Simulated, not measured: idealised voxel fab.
Process module name: voxel ribs on slabs
The width of the displayed cross-section, cut, is 190 nm; its cells are square, with a size of 5 nm.
Think of the cross-section as a grid of square cells. We describe it in bands, top to bottom, and each band covers one or more rows of those cells.
Quick guide to a band line: top height, bottom height (nm) up front; then every material left to right with its width in nm. Only one material and it's marked "all across"? Then it fills the band edge to edge. And "air" just means empty space.
The level at which height equals 0 is the one under which the wafer, as it arrives, is entirely one material. No lower edge exists for the bottom band, which continues downward and is notated as in "0 and below".
Width: "30->40" (first number = top row, second number = bottom row, same change from row to row of cells).
The cross-section has no changed cell in any step marked "all unchanged".
Entry "Entrapped void list" = empty spaces >= 8 cells with no open way to the top; each as width x height at distance, distance from left edge, all nm.
Heads up: the bit after the settings on a step's line is the simulator's remark on that step.
Each step line may optionally specify "overlay nm", which for a step with a mask gives the rightward distance between the mask's planned place and where it lay, a negative value indicating the leftward direction.

-- List of planned process steps
- 1: RECEIVE (material Si)
- 2: DIRECTIONAL_DEP (material SiO2; thk nm 20)
- 3: DIRECTIONAL_DEP (material polySi; thk nm 25)
- 4: DIRECTIONAL_DEP (material aC; thk nm 10)
- 5: PATTERN (tone cover; mask id RIB; material resist; width nm 15; thk nm 25; overlay nm 0)
- 6: DIRECTIONAL_ETCH (etch materials aC; depth nm 10)
- 7: STRIP (etch materials resist)
- 8: DIRECTIONAL_ETCH (etch materials polySi; depth nm 10)
- 9: STRIP (etch materials aC)
- 10: PATTERN (tone cover; mask id SLAB; material resist; width nm 75; thk nm 20; overlay nm 0)
- 11: DIRECTIONAL_ETCH (etch materials polySi; depth nm 15)
- 12: STRIP (etch materials resist)
- 13: FILL_DEP (material SiO2; thk nm 25)
- 14: CMP (height nm 65)
- 15: DIRECTIONAL_DEP (material W; thk nm 5)
- 16: MASKED_ETCH (tone cover; mask id HEATER; width nm 35; etch materials W; depth nm 5; overlay nm 0)
- 17: CONFORMAL_DEP (material SiN; thk nm 5)
The width nm used in step 5 is not the same on every wafer, whereas the starting condition is; the value printed in the plan is the first wafer's.

-- The as-received cross-section of the first of several wafers corresponds to the state after step 1
> 0 and below = Si all across
> Entrapped void list: none

-- Rows = wafers. At module end, each row lists per material the cells gained (+) or lost (-) since the wafer was received, then the closed voids
width nm 15 | +40 SiN | +443 SiO2 | +7 W | +51 polySi | Entrapped void list: none
width nm 20 | +40 SiN | +441 SiO2 | +7 W | +53 polySi | Entrapped void list: none
width nm 25 | +40 SiN | +439 SiO2 | +7 W | +55 polySi | Entrapped void list: none
width nm 30 | +40 SiN | +437 SiO2 | +7 W | +57 polySi | Entrapped void list: none
width nm 35 | +40 SiN | +435 SiO2 | +7 W | +59 polySi | Entrapped void list: none
width nm 40 | +40 SiN | +433 SiO2 | +7 W | +61 polySi | Entrapped void list: none
